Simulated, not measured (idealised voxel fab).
This is a process module. Its name is voxel spacer lines.
The cross-section shown here is cut; it is 210 nm wide and divided into square cells measuring 5 nm on a side.
Cross-section spec: square-cell grid; bands listed top down; each band is one or more rows.
What a band's entry tells you: where the top is and where the bottom is, as heights in nm, and after that what lies inside, material by material from left to right, each with its width in nm. Empty space is written as the word "air", and a single material marked with the word "edge to edge" occupies the band from edge to edge.
Heights are expressed relative to 0, this being the level below which the as-received wafer comprises one material exclusively. The lowest band is unbounded in the downward direction and is denoted as in "0 nm and below".
The width entry "30->40" should be interpreted row by row: the top row of cells in the band takes the first number, the bottom row takes the second number, and the change between adjacent rows is uniform throughout.
Given "nothing different" for a step, no cell of the cross-section differs between before and after that step.
"Non-vented voids" specifies each empty space that is not open to the top and that occupies no fewer than 8 cells, using the form width x height at distance, the distance measured from the left edge and all three quantities in nm.
Anything after a step's settings on that line? It's the simulator's own note about the step.
A step's line can hold "overlay nm"; with a mask on that step, the setting says how far right of the planned place the mask lay, while a negative setting says it lay to the left.

**Process steps (planned)**
1 RECEIVE [material Si]
2 CONFORMAL_DEP [material Al2O3] [thk nm 5]
3 DIRECTIONAL_DEP [material polySi] [thk nm 15]
4 DIRECTIONAL_DEP [material aC] [thk nm 20]
5 PATTERN [tone cover] [mask id MANDREL] [material resist] [width nm 15] [pitch nm 60] [thk nm 25] [overlay nm 0]
6 DIRECTIONAL_ETCH [etch materials aC] [depth nm 20]
7 STRIP [etch materials resist]
8 CONFORMAL_DEP [material SiO2] [thk nm 15]
9 DIRECTIONAL_ETCH [etch materials SiO2] [depth nm 15]
10 STRIP [etch materials aC]
11 DIRECTIONAL_ETCH [etch materials polySi] [depth nm 15]
12 STRIP [etch materials SiO2]
13 FILL_DEP [material SiO2] [thk nm 10]
14 CMP [height nm 20]

**Wafer at receipt (post step 1), cross-section**
> 0 nm and below | Si edge to edge
> Non-vented voids: none

**Result of the module, cross-sectioned: start per above, plan per above, one error in how it was run**
> 20 nm to 5 nm | SiO2 50; polySi 15; SiO2 15; polySi 15; SiO2 15; polySi 15; SiO2 15; polySi 15; SiO2 55
> 5 nm to 0 nm | polySi edge to edge
> 0 nm and below | Si edge to edge
> Non-vented voids: none
What broke from the plan during processing? step 2 off recipe, ran as CONFORMAL_DEP [material polySi] [thk nm 5]
